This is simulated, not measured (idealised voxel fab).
Proc. module: voxel quadruple lines
Cross-section cut spans 250 nm and uses square cells 5 nm in size.
In this document a cross-section is written as a grid of square cells. It is given as a series of bands, listed from the top down, and a band is one or more rows of cells.
Heads up on the band format: heights come first, top then bottom, in nm. After that it's the materials left to right, each with its width in nm. A single material flagged "throughout" fills the whole band edge to edge, and "empty" means there's empty space there.
Height datum 0, below which the as-received substrate wafer is one material. Lowest band open at the bottom, running downward: "z 0 and below".
It should be noted that a width expressed as "30->40" varies in equal increments from row to row of cells within the band, taking the value of the first number at the top row and that of the second number at the bottom row.
The cross-section has no changed cell in any step marked "nothing changed".
If an empty space has no open way to the top and is at least 8 cells in size, "Voids, enclosed" lists it, written width x height at distance, where distance is measured from the left edge and every value is in nm.
On each step's line, the part that comes after the settings is the simulator's own comment on the step.
overlay nm: where the mask lay relative to plan, measured to the right, on steps with a mask; negatives go left.
Planned process steps
1) RECEIVE with material Si
2) CONFORMAL_DEP with material SiO2, thk nm 5
3) DIRECTIONAL_DEP with material W, thk nm 5
4) DIRECTIONAL_DEP with material polySi, thk nm 20
5) DIRECTIONAL_DEP with material aC, thk nm 25
6) PATTERN with tone cover, mask id MANDREL, material resist, width nm 30, pitch nm 80, thk nm 30, overlay nm 0
7) DIRECTIONAL_ETCH with etch materials aC, depth nm 25
8) STRIP with etch materials resist
9) CONFORMAL_DEP with material SiO2, thk nm 10
10) DIRECTIONAL_ETCH with etch materials SiO2, depth nm 10
11) STRIP with etch materials aC
12) DIRECTIONAL_ETCH with etch materials polySi, depth nm 20
13) STRIP with etch materials SiO2
14) CONFORMAL_DEP with material SiCN, thk nm 10
15) DIRECTIONAL_ETCH with etch materials SiCN, depth nm 10
16) STRIP with etch materials polySi
17) DIRECTIONAL_ETCH with etch materials W, depth nm 10
18) STRIP with etch materials SiCN
19) FILL_DEP with material lowk, thk nm 5
20) CMP with height nm 15
Keep in mind the plan's value for the thk nm of step 3 comes from the first wafer; the wafers don't share that setting, but they do share the same starting point.
First wafer of several, as received: cross-section after step 1
- z 0 and below = Si throughout
- Voids, enclosed: none
The first of several wafers, seen in cross-section after the module's last step, step 20
- z 15 to 10 = lowk throughout
- z 10 to 5 = 50 of lowk, then 10 of W, then 10 of lowk, then 10 of W, then 10 of lowk, then 10 of W, then 10 of lowk, then 10 of W, then 10 of lowk, then 10 of W, then 10 of lowk, then 10 of W, then 10 of lowk, then 10 of W, then 10 of lowk, then 10 of W, then 50 of lowk
- z 5 to 0 = SiO2 throughout
- z 0 and below = Si throughout
- Voids, enclosed: none
Wafer cross-section (last wafer, module end)
- z 15 to 5 = W throughout
- z 5 to 0 = SiO2 throughout
- z 0 and below = Si throughout
- Voids, enclosed: none
Rows = wafers. At module end, each row lists per material the cells gained (+) or lost (-) since the wafer was received, then the closed voids
thk nm 5 | +50 SiO2 | +16 W | +84 lowk | Voids, enclosed: none
thk nm 10 | +50 SiO2 | +32 W | +68 lowk | Voids, enclosed: none
thk nm 15 | +50 SiO2 | +66 W | +34 lowk | Voids, enclosed: none
thk nm 20 | +50 SiO2 | +100 W | Voids, enclosed: none
thk nm 25 | +50 SiO2 | +100 W | Voids, enclosed: none
